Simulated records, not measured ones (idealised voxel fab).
The following is a process module called voxel released beams.
Xsec cut, 255 nm wide, square cell size 5 nm.
A cross-section is a grid of square cells, given in bands from the top down. A band is one or more rows of cells. Band: top height; bottom height; in nm. Then, left to right: material with width in nm, for each material. "throughout": a single material spanning edge to edge. "blank": empty space. For the purposes of this specification, 0 denotes the height below which the wafer in its as-received condition is composed wholly of one material, and the lowermost band, lacking a lower limit, extends downward without end, as expressed in "0 nm and below". Top row gets the first number, bottom row gets the second, and each row in between changes by the same step: that is how a band width like "30->40" works. Any step labelled "stayed the same" changed none of the cells in the cross-section. Each empty space that has no open way to the top and spans at least 8 cells appears under "Voids, fully enclosed" as width x height at distance, the distance counted from the left edge, all in nm. Whatever follows a step's settings on its line is a remark the simulator itself makes about that step. "overlay nm", when on a step's line for a step with a mask, measures how far to the right of its planned place the mask lay; a negative measure means to the left.

### Set out below are the planned steps of the process
1,RECEIVE | material Si
2,CONFORMAL_DEP | material SiN | thk nm 5
3,DIRECTIONAL_DEP | material SiO2 | thk nm 20
4,MASKED_ETCH | tone open | mask id ANCHOR | width nm 35 | etch materials SiO2 | depth nm 20 | overlay nm 0
5,CONFORMAL_DEP | material W | thk nm 10
6,DIRECTIONAL_DEP | material aC | thk nm 15
7,PATTERN | tone cover | mask id BEAM | material resist | width nm 85 | thk nm 30 | overlay nm 0
8,DIRECTIONAL_ETCH | etch materials aC | depth nm 15
9,STRIP | etch materials resist
10,DIRECTIONAL_ETCH | etch materials W | depth nm 10
11,STRIP | etch materials aC
12,STRIP | etch materials SiO2

### This is the cross-section of the wafer as we received it, i.e. after step 1
* 0 nm and below  Si throughout
* Voids, fully enclosed: none

### Here's the wafer cut in cross-section after the module, started and planned just like above, except one thing was done wrong in the run
* 40 nm to 30 nm  blank 80 | W 20 | blank 5 | W 60 | blank 90
* 30 nm to 25 nm  W 100 | blank 5 | W 150
* 25 nm to 20 nm  SiO2 85 | W 15 | blank 5 | W 15 | SiO2 135
* 20 nm to 5 nm  SiO2 85 | W 35 | SiO2 135
* 5 nm to 0 nm  SiN throughout
* 0 nm and below  Si throughout
* Voids, fully enclosed: none
Deviation noted in wafer processing: contrary to plan, step 5 was performed as CONFORMAL_DEP | material W | thk nm 15
